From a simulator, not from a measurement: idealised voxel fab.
The process module presented herein is designated voxel double patterning.
The cross-section shown here is cut; it is 295 nm wide and divided into square cells measuring 5 nm on a side.
We lay out every cross-section as a grid of square cells and spell it out in bands from the top down, where one band means one or more rows of cells.
What a band's entry tells you: where the top is and where the bottom is, as heights in nm, and after that what lies inside, material by material from left to right, each with its width in nm. Empty space is written as the word "blank", and a single material marked with the word "all across" occupies the band from edge to edge.
Height datum 0, below which the as-received substrate wafer is one material. Lowest band open at the bottom, running downward: "0 and below".
Read "30->40" as a graded width: first number on top, second number at the bottom, same change between each pair of neighbouring rows.
When a step is marked "nothing was modified", none of the cells in the cross-section changed during that step.
"Cavities, sealed" contains a list of empty spaces, each no smaller than 8 cells and without an open way to the top, written in the form width x height at distance with the distance from the left edge and all three in nm.
What comes after the settings on a step's line is commentary from the simulator itself on that step.
overlay nm: for a step with a mask, the amount by which the mask lay right of where it was planned; a negative amount means left of it.

**Set out below are the planned steps of the process**
1,RECEIVE [material Si]
2,CONFORMAL_DEP [material SiO2] [thk nm 10]
3,DIRECTIONAL_DEP [material polySi] [thk nm 15]
4,DIRECTIONAL_DEP [material SiCN] [thk nm 10]
5,MASKED_ETCH [tone open] [mask id FIRST] [width nm 15] [pitch nm 50] [etch materials SiCN] [depth nm 10] [overlay nm 0]
6,DIRECTIONAL_DEP [material aC] [thk nm 15]
7,PATTERN [tone open] [mask id SECOND] [material resist] [width nm 15] [pitch nm 50] [thk nm 35] [overlay nm 0]
8,DIRECTIONAL_ETCH [etch materials aC] [depth nm 15]
9,STRIP [etch materials resist]
10,DIRECTIONAL_ETCH [etch materials SiCN] [depth nm 10]
11,STRIP [etch materials aC]
12,DIRECTIONAL_ETCH [etch materials polySi] [depth nm 15]
13,STRIP [etch materials SiCN]

**Here's what the wafer looked like in cross-section when it arrived - that's after step 1**
* 0 and below = Si all across
* Cavities, sealed: none

**The module was run from the start shown above using the plan shown above, but one mistake was made doing it; the resulting wafer cross-section is below**
* 15 down to 0 = polySi (90)  blank (15)  polySi (10)  blank (15)  polySi (10)  blank (15)  polySi (10)  blank (15)  polySi (10)  blank (15)  polySi (90)
* 0 and below = Si all across
* Cavities, sealed: none
Deviation noted in wafer processing: step 2 in the plan did not get run; it was skipped
